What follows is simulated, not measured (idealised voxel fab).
Proc. module: voxel gate over fins
cross-section cut | 180 nm wide | cells 5 nm
A cross-section in this document is a grid of square cells, and it is written down as bands, the top band listed before the ones below it; a band is made up of one or more rows of cells. Band: top and bottom heights (nm) first, top before bottom; then materials from left to right, widths in nm. "all across" marks a sole material filling the band edge to edge. "air" denotes empty space. Height is counted from the level 0, under which the received wafer is composed throughout of one material. The lowest of the bands is not closed at the bottom but continues downward, in the notation "from 0 down". The notation "30 to 40" denotes a width that varies across the rows of cells in the band, beginning at the first number in the top row, finishing at the second number in the bottom row, and changing by an identical amount from each row to the next. Step note "no change" = no cross-section cell changed. In "Enclosed void listing" the enclosed voids are listed, meaning empty spaces of 8 cells or larger without any opening to the top. The form is width x height at distance, distance from the left edge, units nm. If you see something after the settings on a step's line, that's the simulator's own remark about that step. overlay nm: how far to the right of its planned place the mask lay on this masked step (negative: to the left).

[Below is the list of planned process steps]
1) RECEIVE (material Si)
2) CONFORMAL_DEP (material SiN; thk nm 10)
3) MASKED_ETCH (tone cover; mask id FINS; width nm 15; pitch nm 60; etch materials SiN; depth nm 10; overlay nm 0)
4) MASKED_ETCH (tone cover; mask id FINS; width nm 15; pitch nm 60; etch materials Si; depth nm 35; overlay nm 0)
5) FILL_DEP (material SiO2; thk nm 15)
6) CMP (height nm 10)
7) MASKED_ETCH (tone open; mask id RAIL; width nm 15; etch materials SiO2; depth nm 40; overlay nm 0)
8) CONFORMAL_DEP (material TiN; thk nm 5)
9) FILL_DEP (material W; thk nm 10)
10) CMP (height nm 10)
11) SELECTIVE_ETCH (etch materials W Ru TiN; depth nm 25)
12) FILL_DEP (material SiO2; thk nm 5)
13) CMP (height nm 10)
14) SELECTIVE_ETCH (etch materials SiO2; depth nm 20)
15) STRIP (etch materials SiN)
16) CONFORMAL_DEP (material HfO2; thk nm 5)
17) CONFORMAL_DEP (material TiN; thk nm 5)
18) FILL_DEP (material W; thk nm 10)
19) CMP (height nm 15)
20) CONFORMAL_DEP (material SiCN; thk nm 10)

[Step 1 complete: cross-section of the wafer as received]
	from 0 down | Si all across
	Enclosed void listing: none

[Cross-sectional image of the first of two wafers at the end of the module, the run having proceeded as planned]
	from 25 to 15 | SiCN all across
	from 15 to 10 | W all across
	from 10 to 5 | W: 40 | TiN: 35 | W: 25 | TiN: 35 | W: 45
	from 5 to 0 | W: 40 | TiN: 5 | HfO2: 25 | TiN: 5 | W: 25 | TiN: 5 | HfO2: 25 | TiN: 5 | W: 45
	from 0 to -5 | TiN: 45 | HfO2: 5 | Si: 15 | HfO2: 5 | TiN: 35 | HfO2: 5 | Si: 15 | HfO2: 5 | TiN: 50
	from -5 to -10 | HfO2: 50 | Si: 15 | HfO2: 45 | Si: 15 | HfO2: 55
	from -10 to -15 | SiO2: 50 | Si: 15 | SiO2: 45 | Si: 15 | SiO2: 55
	from -15 to -25 | SiO2: 50 | Si: 15 | SiO2: 15 | TiN: 5 | W: 5 | TiN: 5 | SiO2: 15 | Si: 15 | SiO2: 55
	from -25 to -30 | SiO2: 50 | Si: 15 | SiO2: 15 | TiN: 15 | SiO2: 15 | Si: 15 | SiO2: 55
	from -30 to -35 | SiO2: 50 | Si: 15 | SiO2: 45 | Si: 15 | SiO2: 55
	from -35 down | Si all across
	Enclosed void listing: none

[Presented here is a cross-section of the second of the two wafers as it stood at the end of the module. It was started in the same manner and assigned the same plan as the first wafer; however, one mistake was made in its execution]
	from 25 to 15 | SiCN all across
	from 15 to 5 | W all across
	from 5 to 0 | W: 45 | TiN: 25 | W: 35 | TiN: 25 | W: 50
	from 0 to -5 | W: 45 | TiN: 5 | Si: 15 | TiN: 5 | W: 35 | TiN: 5 | Si: 15 | TiN: 5 | W: 50
	from -5 to -10 | TiN: 50 | Si: 15 | TiN: 45 | Si: 15 | TiN: 55
	from -10 to -15 | SiO2: 50 | Si: 15 | SiO2: 45 | Si: 15 | SiO2: 55
	from -15 to -25 | SiO2: 50 | Si: 15 | SiO2: 15 | TiN: 5 | W: 5 | TiN: 5 | SiO2: 15 | Si: 15 | SiO2: 55
	from -25 to -30 | SiO2: 50 | Si: 15 | SiO2: 15 | TiN: 15 | SiO2: 15 | Si: 15 | SiO2: 55
	from -30 to -35 | SiO2: 50 | Si: 15 | SiO2: 45 | Si: 15 | SiO2: 55
	from -35 down | Si all across
	Enclosed void listing: none
Diagnosis: step 16 from the plan never happened, it was just skipped
Final difference in cells, second wafer against first, listed per material as more or fewer: HfO2: 44 fewer; W: 44 more
